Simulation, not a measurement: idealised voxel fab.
This section sets out a process module, namely voxel capacitor over wiring.
Square cell edge 5 nm, section width 265 nm, ID cut.
If you're reading a cross-section in this doc, picture square cells in a grid; it comes to you as bands, top ones listed first down to the bottom, and a band can be one or more rows of cells. A band entry consists of two parts. The first gives the height of the band's top and the height of its bottom, in nm. The rest lists the band's materials from left to right, each with its width in nm. A single material labelled with the word "everywhere" fills the band from edge to edge, and the word "air" marks empty space. Height is counted from the level 0, under which the received wafer is composed throughout of one material. The lowest of the bands is not closed at the bottom but continues downward, in the notation "from 0 down". The notation "30->40" denotes a width that varies across the rows of cells in the band, beginning at the first number in the top row, finishing at the second number in the bottom row, and changing by an identical amount from each row to the next. "no alterations made", as given for a step, is the statement that not any cell of the cross-section underwent a change during that step. "Sealed cavities": sealed empty spaces, 8 cells or more, no open way to top, listed width x height at distance, with distance from the left edge and width, height and distance in nm. Past the settings on a step's line: simulator remark, on that step. overlay nm: mask offset rightward from planned place, masked step; negative means leftward offset.
This section lists the process steps that were planned
1 RECEIVE, material Si
2 CONFORMAL_DEP, material SiO2, thk nm 10
3 DIRECTIONAL_DEP, material TiN, thk nm 5
4 DIRECTIONAL_DEP, material Ru, thk nm 15
5 PATTERN, tone cover, mask id METAL_1, material resist, width nm 30, pitch nm 100, thk nm 15, overlay nm 0
6 DIRECTIONAL_ETCH, etch materials Ru, depth nm 15
7 DIRECTIONAL_ETCH, etch materials TiN, depth nm 5
8 STRIP, etch materials resist
9 FILL_DEP, material SiO2, thk nm 10
10 CMP, height nm 30
11 CONFORMAL_DEP, material SiCN, thk nm 5
12 DIRECTIONAL_DEP, material SiO2, thk nm 20
13 PATTERN, tone open, mask id PLUG_1, material resist, width nm 15, thk nm 20, overlay nm 0
14 DIRECTIONAL_ETCH, etch materials SiO2, depth nm 20
15 DIRECTIONAL_ETCH, etch materials SiCN, depth nm 5
16 STRIP, etch materials resist
17 CONFORMAL_DEP, material TiN, thk nm 5
18 FILL_DEP, material W, thk nm 5
19 CMP, height nm 55
20 DIRECTIONAL_DEP, material TiN, thk nm 10
21 DIRECTIONAL_DEP, material SiN, thk nm 5
22 DIRECTIONAL_DEP, material TiN, thk nm 5
23 DIRECTIONAL_DEP, material aC, thk nm 10
24 PATTERN, tone cover, mask id UPPER_PLATE, material resist, width nm 75, thk nm 30, overlay nm 0
25 DIRECTIONAL_ETCH, etch materials aC, depth nm 10
26 STRIP, etch materials resist
27 DIRECTIONAL_ETCH, etch materials TiN, depth nm 5
28 DIRECTIONAL_ETCH, etch materials SiN, depth nm 5
29 STRIP, etch materials aC
30 DIRECTIONAL_DEP, material aC, thk nm 15
31 PATTERN, tone cover, mask id LOWER_PLATE, material resist, width nm 85, thk nm 30, overlay nm 0
32 DIRECTIONAL_ETCH, etch materials aC, depth nm 15
33 STRIP, etch materials resist
34 DIRECTIONAL_ETCH, etch materials TiN, depth nm 10
35 STRIP, etch materials aC
36 FILL_DEP, material SiO2, thk nm 15
37 CMP, height nm 85
38 DIRECTIONAL_DEP, material aC, thk nm 15
39 PATTERN, tone open, mask id PLUG_2, material resist, width nm 15, thk nm 30, overlay nm 0
40 DIRECTIONAL_ETCH, etch materials aC, depth nm 15
41 STRIP, etch materials resist
42 DIRECTIONAL_ETCH, etch materials SiO2, depth nm 10
43 STRIP, etch materials aC
44 CONFORMAL_DEP, material TiN, thk nm 5
45 FILL_DEP, material Cu, thk nm 5
46 CMP, height nm 85
47 CONFORMAL_DEP, material SiN, thk nm 5
Cross-section of the wafer upon arrival, representing the state reached after step 1
	from 0 down = Si everywhere
	Sealed cavities: none
Module complete, cross-section. Starting point and plan per above. One mistake made in running the module
	from 80 to 75 = SiN everywhere
	from 75 to 70 = 80 of SiO2, 75 of TiN, 110 of SiO2
	from 70 to 65 = 80 of SiO2, 75 of SiN, 110 of SiO2
	from 65 to 55 = 75 of SiO2, 85 of TiN, 105 of SiO2
	from 55 to 35 = 80 of SiO2, 5 of TiN, 5 of W, 5 of TiN, 170 of SiO2
	from 35 to 30 = 80 of SiCN, 15 of TiN, 170 of SiCN
	from 30 to 15 = 65 of SiO2, 30 of Ru, 70 of SiO2, 30 of Ru, 70 of SiO2
	from 15 to 10 = 65 of SiO2, 30 of TiN, 70 of SiO2, 30 of TiN, 70 of SiO2
	from 10 to 0 = SiO2 everywhere
	from 0 down = Si everywhere
	Sealed cavities: none
It is concluded that the wafer was processed incorrectly with respect to the plan, in that step 46 was not run as planned; what actually ran was CMP, height nm 75
